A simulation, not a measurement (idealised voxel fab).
voxel air gaps: a process module
The cross-section on display is named cut; it measures 290 nm wide, and its cells are 5 nm squares.
Format of a cross-section: grid, square cells. Given as bands. Order: top down. Band: one or more rows of cells.
In this notation a band is specified by the heights of its top and bottom, in that order and in nm, after which its materials appear from left to right, each paired with its width in nm. The word "all across" attached to a single material means that material fills the band from edge to edge; the word "blank" stands for empty space.
Height 0 is the level under which the wafer as received is all one material. The lowest band goes on downwards, as in "0 down".
The two numbers in a width such as "30..40" mark its ends across the band: the first belongs to the top row of cells, the second to the bottom row, and from each row to the next the width moves by the same amount.
Take "no alteration" at face value: in the step it is given for, the cross-section changed in none of its cells.
In "Closed internal cavities" the enclosed voids are listed, meaning empty spaces of 8 cells or larger without any opening to the top. The form is width x height at distance, distance from the left edge, units nm.
Post-settings text on a step line: simulator's own remark regarding the step.
overlay nm: for a step with a mask, the amount by which the mask lay right of where it was planned; a negative amount means left of it.
[Intended process steps]
1. RECEIVE, material Si
2. CONFORMAL_DEP, material SiO2, thk nm 15
3. CONFORMAL_DEP, material SiN, thk nm 5
4. DIRECTIONAL_DEP, material lowk, thk nm 35
5. MASKED_ETCH, tone open, mask id LINES, width nm 20, pitch nm 50, etch materials lowk, depth nm 35, overlay nm 0
6. CONFORMAL_DEP, material TiN, thk nm 5
7. FILL_DEP, material Cu, thk nm 10
8. CMP, height nm 55
9. EPI, material Ru, thk nm 10
10. SELECTIVE_ETCH, etch materials lowk, depth nm 45
11. CONFORMAL_DEP, material SiCN, thk nm 5
[Cross-sectional view of the wafer in its as-received condition, corresponding to the state after step 1]
* 0 down: Si all across
* Closed internal cavities: none
[First of two wafers: cross-section at end of module, run per plan]
* 70 to 65: blank: 45; SiCN: 200; blank: 45
* 65 to 55: blank: 45; SiCN: 5; Ru: 40; SiCN: 10; Ru: 40; SiCN: 10; Ru: 40; SiCN: 10; Ru: 40; SiCN: 5; blank: 45
* 55 to 50: blank: 45; SiCN: 15; TiN: 5; Cu: 10; TiN: 5; SiCN: 30; TiN: 5; Cu: 10; TiN: 5; SiCN: 30; TiN: 5; Cu: 10; TiN: 5; SiCN: 30; TiN: 5; Cu: 10; TiN: 5; SiCN: 15; blank: 45
* 50 to 25: blank: 55; SiCN: 5; TiN: 5; Cu: 10; TiN: 5; SiCN: 5; blank: 20; SiCN: 5; TiN: 5; Cu: 10; TiN: 5; SiCN: 5; blank: 20; SiCN: 5; TiN: 5; Cu: 10; TiN: 5; SiCN: 5; blank: 20; SiCN: 5; TiN: 5; Cu: 10; TiN: 5; SiCN: 5; blank: 55
* 25 to 20: SiCN: 60; TiN: 20; SiCN: 30; TiN: 20; SiCN: 30; TiN: 20; SiCN: 30; TiN: 20; SiCN: 60
* 20 to 15: SiN all across
* 15 to 0: SiO2 all across
* 0 down: Si all across
* Closed internal cavities: 20 x 25 at 85; 20 x 25 at 135; 20 x 25 at 185
[End of module, second wafer, cross-section. Started like the first, planned like the first, run with one mistake]
* 70 to 65: SiCN all across
* 65 to 55: Ru all across
* 55 to 50: TiN: 65; Cu: 10; TiN: 40; Cu: 10; TiN: 40; Cu: 10; TiN: 40; Cu: 10; TiN: 65
* 50 to 20: lowk: 60; TiN: 5; Cu: 10; TiN: 5; lowk: 30; TiN: 5; Cu: 10; TiN: 5; lowk: 30; TiN: 5; Cu: 10; TiN: 5; lowk: 30; TiN: 5; Cu: 10; TiN: 5; lowk: 60
* 20 to 15: lowk: 60; TiN: 20; lowk: 30; TiN: 20; lowk: 30; TiN: 20; lowk: 30; TiN: 20; lowk: 60
* 15 to 0: SiO2 all across
* 0 down: Si all across
* Closed internal cavities: none
What was done differently from what was planned? plan step 3: skipped, not run
Cell-count delta at end, second wafer over first, by material: Cu: 8 more, Ru: 52 more, SiCN: 104 fewer, SiN: 58 fewer, TiN: 50 more, lowk: 294 more
Closed voids, final: 3 / 0 (first wafer / second wafer).
